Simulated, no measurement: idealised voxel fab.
This section sets out a process module, namely voxel ribs on slabs.
Square cell edge 5 nm, section width 285 nm, ID cut.
The cross-sections in this document take the form of a grid made of square cells. They are written out as bands, in order from top to bottom. Each band consists of one or more rows of cells.
Heights first: top, then bottom, in nm. Then materials, left to right, each with a width in nm. "everywhere" on a single material: fills the band edge to edge. "air": empty space.
Zero point of the height axis is 0; under it, received wafer = one material. Lowest band: continues down indefinitely, "0..down".
Graded width ("30..40"): value in top row of band = first number; value in bottom row = second number; row-to-row change constant.
"no alteration" means the step left every cell of the cross-section as it was.
Closed empty spaces (no open way to the top) of 8 cells or more are what "Sealed cavities" lists, each as width x height at distance from the left edge, nm for all three.
Read whatever lies past the settings on a step's line as the simulator's own remark about the step.
Among the settings permitted on a step's line is "overlay nm"; applied to a step with a mask, it specifies the extent to which the mask lay to the right of its planned position, whereas a negative figure signifies a position to the left.
**These are the steps we planned for the process**
1. RECEIVE with material Si
2. DIRECTIONAL_DEP with material SiO2, thk nm 30
3. DIRECTIONAL_DEP with material SiN, thk nm 20
4. DIRECTIONAL_DEP with material aC, thk nm 15
5. PATTERN with tone cover, mask id RIB, material resist, width nm 30, thk nm 30, overlay nm 0
6. DIRECTIONAL_ETCH with etch materials aC, depth nm 15
7. STRIP with etch materials resist
8. DIRECTIONAL_ETCH with etch materials SiN, depth nm 5
9. STRIP with etch materials aC
10. DIRECTIONAL_DEP with material aC, thk nm 15
11. PATTERN with tone cover, mask id SLAB, material resist, width nm 60, thk nm 35, overlay nm 0
12. DIRECTIONAL_ETCH with etch materials aC, depth nm 15
13. STRIP with etch materials resist
14. DIRECTIONAL_ETCH with etch materials SiN, depth nm 15
15. STRIP with etch materials aC
16. FILL_DEP with material SiO2, thk nm 25
17. CMP with height nm 65
18. DIRECTIONAL_DEP with material W, thk nm 10
19. PATTERN with tone cover, mask id HEATER, material resist, width nm 40, thk nm 20, overlay nm 0
20. DIRECTIONAL_ETCH with etch materials W, depth nm 10
21. STRIP with etch materials resist
22. CONFORMAL_DEP with material SiN, thk nm 10
**Of two wafers, the first: run according to plan**
**Incoming wafer in cross-section (state: after step 1)**
	0..down = Si everywhere
	Sealed cavities: none
**Cross-section through the wafer, step 2 finished**
	30..0 = SiO2 everywhere
	Below a height of 0, the structure has not been altered.
**Cross-section through the wafer, step 3 finished**
	50..30 = SiN everywhere
	Below a height of 30, the structure has not been altered.
**Cross-section through the wafer, step 4 finished**
	65..50 = aC everywhere
	Below a height of 50, the structure has not been altered.
**Cross-section through the wafer, step 5 finished**
	95..65 = air=125  resist=30  air=130
	Below a height of 65, the structure has not been altered.
**Cross-section through the wafer, step 6 finished**
	80..65 = air=125  resist=30  air=130
	65..50 = air=125  aC=30  air=130
	Below a height of 50, the structure has not been altered.
**Cross-section through the wafer, step 7 finished**
	65..50 = air=125  aC=30  air=130
	Below a height of 50, the structure has not been altered.
**Cross-section through the wafer, step 8 finished**
	65..50 = air=125  aC=30  air=130
	50..45 = air=125  SiN=30  air=130
	Below a height of 45, the structure has not been altered.
**Cross-section through the wafer, step 9 finished**
	50..45 = air=125  SiN=30  air=130
	Below a height of 45, the structure has not been altered.
**Cross-section through the wafer, step 10 finished**
	65..60 = air=125  aC=30  air=130
	60..50 = aC everywhere
	50..45 = aC=125  SiN=30  aC=130
	Below a height of 45, the structure has not been altered.
**Cross-section through the wafer, step 11 finished**
	100..65 = air=110  resist=60  air=115
	65..60 = air=110  resist=15  aC=30  resist=15  air=115
	Below a height of 60, the structure has not been altered.
**Cross-section through the wafer, step 12 finished**
	85..65 = air=110  resist=60  air=115
	65..60 = air=110  resist=15  aC=30  resist=15  air=115
	60..50 = air=110  aC=60  air=115
	50..45 = air=110  aC=15  SiN=30  aC=15  air=115
	Below a height of 45, the structure has not been altered.
**Cross-section through the wafer, step 13 finished**
	65..60 = air=125  aC=30  air=130
	Below a height of 60, the structure has not been altered.
**Cross-section through the wafer, step 14 finished**
	65..60 = air=125  aC=30  air=130
	60..50 = air=110  aC=60  air=115
	50..45 = air=110  aC=15  SiN=30  aC=15  air=115
	45..30 = air=110  SiN=60  air=115
	Below a height of 30, the structure has not been altered.
**Cross-section through the wafer, step 15 finished**
	50..45 = air=125  SiN=30  air=130
	Below a height of 45, the structure has not been altered.
**Cross-section through the wafer, step 16 finished**
	75..50 = SiO2 everywhere
	50..45 = SiO2=125  SiN=30  SiO2=130
	45..30 = SiO2=110  SiN=60  SiO2=115
	Below a height of 30, the structure has not been altered.
**Cross-section through the wafer, step 17 finished**
	65..50 = SiO2 everywhere
	Below a height of 50, the structure has not been altered.
**Cross-section through the wafer, step 18 finished**
	75..65 = W everywhere
	Below a height of 65, the structure has not been altered.
**Cross-section through the wafer, step 19 finished**
	95..75 = air=120  resist=40  air=125
	Below a height of 75, the structure has not been altered.
**Cross-section through the wafer, step 20 finished**
	95..75 = air=120  resist=40  air=125
	75..65 = air=120  W=40  air=125
	Below a height of 65, the structure has not been altered.
**Cross-section through the wafer, step 21 finished**
	75..65 = air=120  W=40  air=125
	Below a height of 65, the structure has not been altered.
**Cross-section through the wafer, step 22 finished**
	85..75 = air=110  SiN=60  air=115
	75..65 = SiN=120  W=40  SiN=125
	Below a height of 65, the structure has not been altered.
**Okay, second wafer. Nothing different at the start, nothing different in the plan, just one mistake somewhere in the running. As far as step 16, counting that step, it's the first wafer all over again**
**X-section, second wafer, when step 17 was due to finish**
	55..50 = SiO2 everywhere
	Below a height of 50, the structure has not been altered.
**X-section, second wafer, when step 18 was due to finish**
	65..55 = W everywhere
	Below a height of 55, the structure has not been altered.
**X-section, second wafer, when step 19 was due to finish**
	85..65 = air=120  resist=40  air=125
	Below a height of 65, the structure has not been altered.
**X-section, second wafer, when step 20 was due to finish**
	85..65 = air=120  resist=40  air=125
	65..55 = air=120  W=40  air=125
	Below a height of 55, the structure has not been altered.
**X-section, second wafer, when step 21 was due to finish**
	65..55 = air=120  W=40  air=125
	Below a height of 55, the structure has not been altered.
**X-section, second wafer, when step 22 was due to finish**
	75..65 = air=110  SiN=60  air=115
	65..55 = SiN=120  W=40  SiN=125
	Below a height of 55, the structure has not been altered.
Misprocessing identified: contrary to plan, step 17 was performed as CMP with height nm 55
Materials where the second wafer ends with more or fewer cells than the first: 114 fewer of SiO2
